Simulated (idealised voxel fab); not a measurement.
Name of the process module below: voxel self aligned vias
Section shown: cut. Width: 205 nm. Cell size: 5 nm, square.
Cross-section format: a grid of square cells, given as bands from top to bottom; each band is one or more rows of cells. Read a band's entry like this: the first values are the height of its top and the height of its bottom in nm, and what follows is the sequence of materials from left to right, each with its width in nm. Note that "air" is empty space, and that a single material marked "all across" reaches across the band from edge to edge. It should be noted that heights are counted from 0, beneath which the wafer as supplied is of one material throughout, and that the lowest band possesses no lower boundary but continues downward, as written in "0 down". So if you see something like "30..40" for the width, read it as the top row of the band sitting at the first number and the bottom row at the second, with every row in between moving by the same amount as the last. Any step labelled "identical to before" changed none of the cells in the cross-section. "Fully closed voids" contains a list of empty spaces, each no smaller than 8 cells and without an open way to the top, written in the form width x height at distance with the distance from the left edge and all three in nm. Step line, after settings: the simulator's comment on this step. The "overlay nm" setting may appear on a step's line; for a step that uses a mask, it gives how far to the right of its planned position the mask lay, and a negative value indicates the left.
PROCESS STEPS FORESEEN IN THE PLAN
1. RECEIVE | material Si
2. CONFORMAL_DEP | material SiO2 | thk nm 10
3. CONFORMAL_DEP | material SiCN | thk nm 5
4. DIRECTIONAL_DEP | material lowk | thk nm 30
5. PATTERN | tone open | mask id LINES | material resist | width nm 20 | pitch nm 55 | thk nm 15 | overlay nm 0
6. DIRECTIONAL_ETCH | etch materials lowk | depth nm 30
7. STRIP | etch materials resist
8. CONFORMAL_DEP | material TiN | thk nm 5
9. FILL_DEP | material W | thk nm 5
10. CMP | height nm 45
11. SELECTIVE_ETCH | etch materials W Ru TiN | depth nm 10
12. FILL_DEP | material SiN | thk nm 10
13. CMP | height nm 45
14. DIRECTIONAL_DEP | material lowk | thk nm 20
15. DIRECTIONAL_DEP | material aC | thk nm 10
16. PATTERN | tone open | mask id VIAS | material resist | width nm 30 | pitch nm 55 | thk nm 30 | overlay nm 0
17. DIRECTIONAL_ETCH | etch materials aC | depth nm 10
18. STRIP | etch materials resist
19. DIRECTIONAL_ETCH | etch materials lowk | depth nm 20
20. DIRECTIONAL_ETCH | etch materials SiN | depth nm 10
21. STRIP | etch materials aC
22. CONFORMAL_DEP | material TiN | thk nm 5
23. FILL_DEP | material Ru | thk nm 5
24. CMP | height nm 65
25. CONFORMAL_DEP | material SiCN | thk nm 5
CROSS-SECTION, INCOMING MATERIAL, AFTER STEP 1
* 0 down  Si all across
* Fully closed voids: none
CROSS-SECTION AT MODULE END, ONE RUN ERROR; START AND PLAN UNCHANGED FROM ABOVE
* 70 to 65  SiCN all across
* 65 to 50  25 Ru | 5 TiN | 30 lowk | 5 TiN | 15 Ru | 5 TiN | 30 lowk | 5 TiN | 15 Ru | 5 TiN | 30 lowk | 5 TiN | 30 Ru
* 50 to 45  30 TiN | 30 lowk | 25 TiN | 30 lowk | 25 TiN | 30 lowk | 35 TiN
* 45 to 35  35 lowk | 20 SiN | 35 lowk | 20 SiN | 35 lowk | 20 SiN | 40 lowk
* 35 to 20  35 lowk | 5 TiN | 10 W | 5 TiN | 35 lowk | 5 TiN | 10 W | 5 TiN | 35 lowk | 5 TiN | 10 W | 5 TiN | 40 lowk
* 20 to 15  35 lowk | 20 TiN | 35 lowk | 20 TiN | 35 lowk | 20 TiN | 40 lowk
* 15 to 10  SiCN all across
* 10 to 0  SiO2 all across
* 0 down  Si all across
* Fully closed voids: none
Run error: step 16 ran with different settings than intended, the actual operation and settings being PATTERN | tone cover | mask id VIAS | material resist | width nm 30 | pitch nm 55 | thk nm 30 | overlay nm 0
